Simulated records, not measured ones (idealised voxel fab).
Process module under the name voxel spacer lines
Section shown: cut. Width: 245 nm. Cell size: 5 nm, square.
Format of a cross-section: grid, square cells. Given as bands. Order: top down. Band: one or more rows of cells. Band: top and bottom heights (nm) first, top before bottom; then materials from left to right, widths in nm. "everywhere" marks a sole material filling the band edge to edge. "air" denotes empty space. Ref level 0: as-received wafer is one material below here. Bottom band extends down with no lower bound ("0 -> down"). A width such as "30->40" changes by the same amount from each row of cells to the next, from the band's top row to its bottom row. Key: "no alterations made" - step with no changed cell in the cross-section. Enclosed voids (no open way to top), threshold 8 cells or more, entry "Catalogued sealed voids", notation width x height at distance, distance from left edge, nm. Read whatever lies past the settings on a step's line as the simulator's own remark about the step. overlay nm: how far to the right of its planned place the mask lay on this masked step (negative: to the left).
# The steps planned for the process are as follows
| 1 | RECEIVE | material Si |
| 2 | CONFORMAL_DEP | material Al2O3 | thk nm 10 |
| 3 | DIRECTIONAL_DEP | material SiN | thk nm 20 |
| 4 | DIRECTIONAL_DEP | material aC | thk nm 20 |
| 5 | PATTERN | tone cover | mask id MANDREL | material resist | width nm 25 | pitch nm 70 | thk nm 30 | overlay nm 0 |
| 6 | DIRECTIONAL_ETCH | etch materials aC | depth nm 20 |
| 7 | STRIP | etch materials resist |
| 8 | CONFORMAL_DEP | material SiO2 | thk nm 10 |
| 9 | DIRECTIONAL_ETCH | etch materials SiO2 | depth nm 10 |
| 10 | STRIP | etch materials aC |
| 11 | DIRECTIONAL_ETCH | etch materials SiN | depth nm 20 |
| 12 | STRIP | etch materials SiO2 |
# First wafer out of two, processed as planned
# This is the cross-section of the wafer as we received it, i.e. after step 1
0 -> down  Si everywhere
Catalogued sealed voids: none
# The wafer, seen in cross-section, after step 2
10 -> 0  Al2O3 everywhere
Below a height of 0, the structure has not been altered.
# The wafer, seen in cross-section, after step 3
30 -> 10  SiN everywhere
Below a height of 10, the structure has not been altered.
# The wafer, seen in cross-section, after step 4
50 -> 30  aC everywhere
Below a height of 30, the structure has not been altered.
# The wafer, seen in cross-section, after step 5
80 -> 50  75 of air, 25 of resist, 45 of air, 25 of resist, 75 of air
Below a height of 50, the structure has not been altered.
# The wafer, seen in cross-section, after step 6
60 -> 50  75 of air, 25 of resist, 45 of air, 25 of resist, 75 of air
50 -> 30  75 of air, 25 of aC, 45 of air, 25 of aC, 75 of air
Below a height of 30, the structure has not been altered.
# The wafer, seen in cross-section, after step 7
50 -> 30  75 of air, 25 of aC, 45 of air, 25 of aC, 75 of air
Below a height of 30, the structure has not been altered.
# The wafer, seen in cross-section, after step 8
60 -> 50  65 of air, 45 of SiO2, 25 of air, 45 of SiO2, 65 of air
50 -> 40  65 of air, 10 of SiO2, 25 of aC, 10 of SiO2, 25 of air, 10 of SiO2, 25 of aC, 10 of SiO2, 65 of air
40 -> 30  75 of SiO2, 25 of aC, 45 of SiO2, 25 of aC, 75 of SiO2
Below a height of 30, the structure has not been altered.
# The wafer, seen in cross-section, after step 9
50 -> 30  65 of air, 10 of SiO2, 25 of aC, 10 of SiO2, 25 of air, 10 of SiO2, 25 of aC, 10 of SiO2, 65 of air
Below a height of 30, the structure has not been altered.
# The wafer, seen in cross-section, after step 10
50 -> 30  65 of air, 10 of SiO2, 25 of air, 10 of SiO2, 25 of air, 10 of SiO2, 25 of air, 10 of SiO2, 65 of air
Below a height of 30, the structure has not been altered.
# The wafer, seen in cross-section, after step 11
50 -> 30  65 of air, 10 of SiO2, 25 of air, 10 of SiO2, 25 of air, 10 of SiO2, 25 of air, 10 of SiO2, 65 of air
30 -> 10  65 of air, 10 of SiN, 25 of air, 10 of SiN, 25 of air, 10 of SiN, 25 of air, 10 of SiN, 65 of air
Below a height of 10, the structure has not been altered.
# The wafer, seen in cross-section, after step 12
30 -> 10  65 of air, 10 of SiN, 25 of air, 10 of SiN, 25 of air, 10 of SiN, 25 of air, 10 of SiN, 65 of air
Below a height of 10, the structure has not been altered.
# The second wafer: identical to the first at the outset and in its planned sequence, differing only in that one mistake was made during processing; up to and including step 2, its path is the first wafer's path
# Cross-section, second wafer, at the end time the plan gives for step 3
50 -> 10  SiN everywhere
Below a height of 10, the structure has not been altered.
# Cross-section, second wafer, at the end time the plan gives for step 4
70 -> 50  aC everywhere
Below a height of 50, the structure has not been altered.
# Cross-section, second wafer, at the end time the plan gives for step 5
100 -> 70  75 of air, 25 of resist, 45 of air, 25 of resist, 75 of air
Below a height of 70, the structure has not been altered.
# Cross-section, second wafer, at the end time the plan gives for step 6
80 -> 70  75 of air, 25 of resist, 45 of air, 25 of resist, 75 of air
70 -> 50  75 of air, 25 of aC, 45 of air, 25 of aC, 75 of air
Below a height of 50, the structure has not been altered.
# Cross-section, second wafer, at the end time the plan gives for step 7
70 -> 50  75 of air, 25 of aC, 45 of air, 25 of aC, 75 of air
Below a height of 50, the structure has not been altered.
# Cross-section, second wafer, at the end time the plan gives for step 8
80 -> 70  65 of air, 45 of SiO2, 25 of air, 45 of SiO2, 65 of air
70 -> 60  65 of air, 10 of SiO2, 25 of aC, 10 of SiO2, 25 of air, 10 of SiO2, 25 of aC, 10 of SiO2, 65 of air
60 -> 50  75 of SiO2, 25 of aC, 45 of SiO2, 25 of aC, 75 of SiO2
Below a height of 50, the structure has not been altered.
# Cross-section, second wafer, at the end time the plan gives for step 9
70 -> 50  65 of air, 10 of SiO2, 25 of aC, 10 of SiO2, 25 of air, 10 of SiO2, 25 of aC, 10 of SiO2, 65 of air
Below a height of 50, the structure has not been altered.
# Cross-section, second wafer, at the end time the plan gives for step 10
70 -> 50  65 of air, 10 of SiO2, 25 of air, 10 of SiO2, 25 of air, 10 of SiO2, 25 of air, 10 of SiO2, 65 of air
Below a height of 50, the structure has not been altered.
# Cross-section, second wafer, at the end time the plan gives for step 11
70 -> 50  65 of air, 10 of SiO2, 25 of air, 10 of SiO2, 25 of air, 10 of SiO2, 25 of air, 10 of SiO2, 65 of air
50 -> 30  65 of air, 10 of SiN, 25 of air, 10 of SiN, 25 of air, 10 of SiN, 25 of air, 10 of SiN, 65 of air
Below a height of 30, the structure has not been altered.
# Cross-section, second wafer, at the end time the plan gives for step 12
50 -> 30  65 of air, 10 of SiN, 25 of air, 10 of SiN, 25 of air, 10 of SiN, 25 of air, 10 of SiN, 65 of air
Below a height of 30, the structure has not been altered.
Plan not followed: regarding the plan, step 3 was run twice
Cell-count delta at end, second wafer over first, by material: +196 SiN
